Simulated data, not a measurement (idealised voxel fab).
process module | voxel self aligned contacts
The cross-section shown here is cut; it is 250 nm wide and divided into square cells measuring 5 nm on a side.
A cross-section in this document is a grid of square cells, and it is written down as bands, the top band listed before the ones below it; a band is made up of one or more rows of cells.
Band: top and bottom heights (nm) first, top before bottom; then materials from left to right, widths in nm. "edge to edge" marks a sole material filling the band edge to edge. "air" denotes empty space.
A quick word on heights: they are counted from 0, and under that level the wafer as it came to us is one material throughout. The lowest band is different from the rest in having no bottom; it simply continues downward, written as in "z 0 and below".
The expression "30..40" gives the width at the extremes of the band, the first number at its top row of cells and the second at its bottom row, with the width changing by equal amounts from each row to the next in between.
Basically "no change" means that step didn't change any cell in the cross-section.
Entry "Enclosed void inventory". Content: empty spaces with no open connection to the top, size 8 cells or greater. Each: width x height at distance. Distance: from left edge. Unit: nm.
Where a step's line continues beyond its settings, the continuation is a remark by the simulator itself on that step.
A step's line can hold "overlay nm"; with a mask on that step, the setting says how far right of the planned place the mask lay, while a negative setting says it lay to the left.
The planned process steps are enumerated hereunder
| 1 | RECEIVE [material Si] |
| 2 | OXIDIZE [depth nm 5] |
| 3 | DIRECTIONAL_DEP [material polySi] [thk nm 25] |
| 4 | DIRECTIONAL_DEP [material SiN] [thk nm 20] |
| 5 | MASKED_ETCH [tone cover] [mask id GATE] [width nm 25] [pitch nm 70] [etch materials SiN] [depth nm 20] [overlay nm 0] |
| 6 | MASKED_ETCH [tone cover] [mask id GATE] [width nm 15] [pitch nm 70] [etch materials polySi] [depth nm 25] [overlay nm 0] |
| 7 | CONFORMAL_DEP [material SiN] [thk nm 10] |
| 8 | DIRECTIONAL_ETCH [etch materials SiN] [depth nm 10] |
| 9 | FILL_DEP [material SiO2] [thk nm 15] |
| 10 | CMP [height nm 50] |
| 11 | PATTERN [tone open] [mask id CONTACT] [material resist] [width nm 55] [thk nm 20] [overlay nm 0] |
| 12 | DIRECTIONAL_ETCH [etch materials SiO2] [depth nm 55] |
| 13 | STRIP [etch materials resist] |
| 14 | CONFORMAL_DEP [material TiN] [thk nm 5] |
| 15 | FILL_DEP [material Ru] [thk nm 10] |
| 16 | CMP [height nm 50] |
| 17 | CONFORMAL_DEP [material SiN] [thk nm 5] |
Every wafer here starts from the same state; it is the step 6 width nm that distinguishes them, and the value the plan gives belongs to the first wafer.
First of several wafers, received after step 1, in cross-section
- z 0 and below  Si edge to edge
- Enclosed void inventory: none
Cross-section after step 17, the final step of the module, for the first of several wafers
- z 55 to 50  SiN edge to edge
- z 50 to 45  SiO2 95  TiN 20  Ru 15  TiN 20  SiO2 100
- z 45 to 25  SiO2 65  SiN 45  TiN 5  Ru 15  TiN 5  SiN 45  SiO2 70
- z 25 to 0  SiO2 65  SiN 10  polySi 25  SiN 10  TiN 5  Ru 15  TiN 5  SiN 10  polySi 25  SiN 10  SiO2 70
- z 0 to -5  SiO2 110  TiN 25  SiO2 115
- z -5 and below  Si edge to edge
- Enclosed void inventory: none
End of module, last wafer sectioned
- z 55 to 50  SiN edge to edge
- z 50 to 45  SiO2 95  TiN 20  Ru 15  TiN 20  SiO2 100
- z 45 to 30  SiO2 65  SiN 45  TiN 5  Ru 15  TiN 5  SiN 45  SiO2 70
- z 30 to 25  SiO2 65  SiN 45  TiN 25  SiN 45  SiO2 70
- z 25 to 0  SiO2 60  SiN 10  polySi 40  SiN 10  TiN 10  SiN 10  polySi 40  SiN 10  SiO2 60
- z 0 to -5  SiO2 120  TiN 10  SiO2 120
- z -5 and below  Si edge to edge
- Enclosed void inventory: none
Note: the following table is arranged by wafer, a row apiece. Each row reports the end-of-module state: per material, cells gained (+) or cells lost (-) compared with the wafer as received; closed voids follow
width nm 15 | +30 Ru | -50 Si | +162 SiN | +327 SiO2 | +31 TiN | +50 polySi | Enclosed void inventory: none
width nm 20 | +30 Ru | -50 Si | +162 SiN | +327 SiO2 | +31 TiN | +50 polySi | Enclosed void inventory: none
width nm 25 | +30 Ru | -50 Si | +162 SiN | +327 SiO2 | +31 TiN | +50 polySi | Enclosed void inventory: none
width nm 30 | +24 Ru | -50 Si | +162 SiN | +323 SiO2 | +31 TiN | +60 polySi | Enclosed void inventory: none
width nm 35 | +18 Ru | -50 Si | +162 SiN | +319 SiO2 | +31 TiN | +70 polySi | Enclosed void inventory: none
width nm 40 | +12 Ru | -50 Si | +162 SiN | +315 SiO2 | +31 TiN | +80 polySi | Enclosed void inventory: none
